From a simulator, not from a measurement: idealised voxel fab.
process module | voxel released beams
cross-section cut | 275 nm wide | cells 5 nm
A cross-section is a grid of square cells, given in bands from the top down. A band is one or more rows of cells.
Each band's line starts with the height of the band's top and of its bottom, in nm. Then come its materials from left to right, each with its width in nm. One material with "throughout" fills the band from edge to edge. "air" is empty space.
Height 0 is the level under which the wafer as received is all one material. The lowest band goes on downwards, as in "0 down".
A width such as "30 to 40" changes by the same amount from each row of cells to the next, from the band's top row to its bottom row.
"no change" after a step means that no cell of the cross-section changed.
closed voids: empty space of 8 cells or more with no open way to the top, each as width x height at its distance from the left edge, in nm
after a step's settings: what the simulator itself notes on the step
overlay nm, on a step with a mask: how far to the right of its planned place the mask lay; to the left if negative
plan
1 op RECEIVE | material Si
2 op CONFORMAL_DEP | material Al2O3 | thk nm 5
3 op DIRECTIONAL_DEP | material SiO2 | thk nm 20
4 op MASKED_ETCH | tone open | mask id ANCHOR | width nm 25 | etch materials SiO2 | depth nm 20 | overlay nm 0
5 op CONFORMAL_DEP | material SiN | thk nm 10
6 op DIRECTIONAL_DEP | material aC | thk nm 10
7 op PATTERN | tone cover | mask id BEAM | material resist | width nm 75 | thk nm 25 | overlay nm 0
8 op DIRECTIONAL_ETCH | etch materials aC | depth nm 10
9 op STRIP | etch materials resist
10 op DIRECTIONAL_ETCH | etch materials SiN | depth nm 10
11 op STRIP | etch materials aC
12 op STRIP | etch materials SiO2
as received, after step 1
  0 down: Si throughout
  closed voids: none
a wafer at the end: this start, this plan, one mistake
  0 down: Si throughout
  closed voids: none
what went wrong: step 2 ran as: op CONFORMAL_DEP | material SiO2 | thk nm 5
